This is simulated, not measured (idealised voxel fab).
This section sets out a process module, namely voxel air gaps.
Section cut is 150 nm wide and gridded with 5 nm square cells.
Cross-section format: a grid of square cells, given as bands from top to bottom; each band is one or more rows of cells. Read a band's entry like this: the first values are the height of its top and the height of its bottom in nm, and what follows is the sequence of materials from left to right, each with its width in nm. Note that "air" is empty space, and that a single material marked "all across" reaches across the band from edge to edge. The level at which height equals 0 is the one under which the wafer, as it arrives, is entirely one material. No lower edge exists for the bottom band, which continues downward and is notated as in "0 nm and below". The expression "30 to 40" gives the width at the extremes of the band, the first number at its top row of cells and the second at its bottom row, with the width changing by equal amounts from each row to the next in between. When a step is marked "nothing altered", none of the cells in the cross-section changed during that step. Any empty space of 8 cells or more lacking an open way to the top shows up in "Voids, sealed" as width x height at distance, distance from the left edge, in nm. Where a step's line continues beyond its settings, the continuation is a remark by the simulator itself on that step. overlay nm: step with mask; distance mask lay right of planned place; negative value = left of planned place.

## The steps planned for the process are as follows
1 RECEIVE: material Si
2 CONFORMAL_DEP: material SiO2, thk nm 10
3 CONFORMAL_DEP: material SiN, thk nm 5
4 DIRECTIONAL_DEP: material SiO2, thk nm 30
5 MASKED_ETCH: tone open, mask id LINES, width nm 15, pitch nm 45, etch materials SiO2, depth nm 30, overlay nm 0
6 CONFORMAL_DEP: material TiN, thk nm 5
7 FILL_DEP: material Ru, thk nm 10
8 CMP: height nm 45
9 EPI: material Ru, thk nm 10
10 SELECTIVE_ETCH: etch materials SiO2, depth nm 40
11 CONFORMAL_DEP: material SiN, thk nm 5

## Cross-section, incoming material, after step 1
  0 nm and below  Si all across
  Voids, sealed: none

## The cross-section shown corresponds to the wafer at the conclusion of the module. The initial structure and the process plan are those presented above; however, one mistake occurred in executing the plan
  60 nm to 55 nm  air 10, then SiN 135, then air 5
  55 nm to 45 nm  air 10, then SiN 5, then Ru 35, then SiN 10, then Ru 35, then SiN 10, then Ru 35, then SiN 5, then air 5
  45 nm to 40 nm  air 10, then SiN 15, then TiN 5, then Ru 5, then TiN 5, then SiN 30, then TiN 5, then Ru 5, then TiN 5, then SiN 30, then TiN 5, then Ru 5, then TiN 5, then SiN 15, then air 5
  40 nm to 20 nm  air 20, then SiN 5, then TiN 5, then Ru 5, then TiN 5, then SiN 5, then air 20, then SiN 5, then TiN 5, then Ru 5, then TiN 5, then SiN 5, then air 20, then SiN 5, then TiN 5, then Ru 5, then TiN 5, then SiN 5, then air 15
  20 nm to 15 nm  SiN 25, then TiN 15, then SiN 30, then TiN 15, then SiN 30, then TiN 15, then SiN 20
  15 nm to 10 nm  SiN all across
  10 nm to 0 nm  SiO2 all across
  0 nm and below  Si all across
  Voids, sealed: 20 x 20 at 45; 20 x 20 at 90
So what did we get wrong on this run? step 5 ran with different settings than intended, the actual operation and settings being MASKED_ETCH: tone open, mask id LINES, width nm 15, pitch nm 45, etch materials SiO2, depth nm 30, overlay nm 5
